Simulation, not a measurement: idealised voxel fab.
process module | voxel released beams
cross-section cut | 240 nm wide | cells 5 nm
A cross-section is a grid of square cells, given in bands from the top down. A band is one or more rows of cells.
Each band's line starts with the height of the band's top and of its bottom, in nm. Then come its materials from left to right, each with its width in nm. One material with "throughout" fills the band from edge to edge. "air" is empty space.
Height 0 is the level under which the wafer as received is all one material. The lowest band goes on downwards, as in "0 down".
A width such as "30 to 40" changes by the same amount from each row of cells to the next, from the band's top row to its bottom row.
"no change" after a step means that no cell of the cross-section changed.
closed voids: empty space of 8 cells or more with no open way to the top, each as width x height at its distance from the left edge, in nm
after a step's settings: what the simulator itself notes on the step
overlay nm, on a step with a mask: how far to the right of its planned place the mask lay; to the left if negative
plan
1 op RECEIVE | material Si
2 op CONFORMAL_DEP | material SiN | thk nm 10
3 op DIRECTIONAL_DEP | material SiO2 | thk nm 10
4 op PATTERN | tone open | mask id ANCHOR | material resist | width nm 45 | thk nm 20 | overlay nm 0
5 op DIRECTIONAL_ETCH | etch materials SiO2 | depth nm 10
6 op STRIP | etch materials resist
7 op CONFORMAL_DEP | material W | thk nm 15
8 op MASKED_ETCH | tone cover | mask id BEAM | width nm 105 | etch materials W | depth nm 15 | overlay nm 0
9 op STRIP | etch materials SiO2
as received, after step 1
  0 down: Si throughout
  closed voids: none
first wafer at the end, as planned
  35 to 25: air 65 | W 20 | air 15 | W 70 | air 70
  25 to 20: air 65 | W 105 | air 70
  20 to 10: air 70 | W 45 | air 125
  10 to 0: SiN throughout
  0 down: Si throughout
  closed voids: none
second wafer at the end: like start, like plan, one mistake
  30 to 25: air 65 | W 20 | air 15 | W 70 | air 70
  25 to 15: air 65 | W 105 | air 70
  15 to 10: air 70 | W 45 | air 125
  10 to 0: SiN throughout
  0 down: Si throughout
  closed voids: none
what went wrong: step 3 ran as: op DIRECTIONAL_DEP | material SiO2 | thk nm 5
at the end the second wafer has, in cells: 6 fewer of W
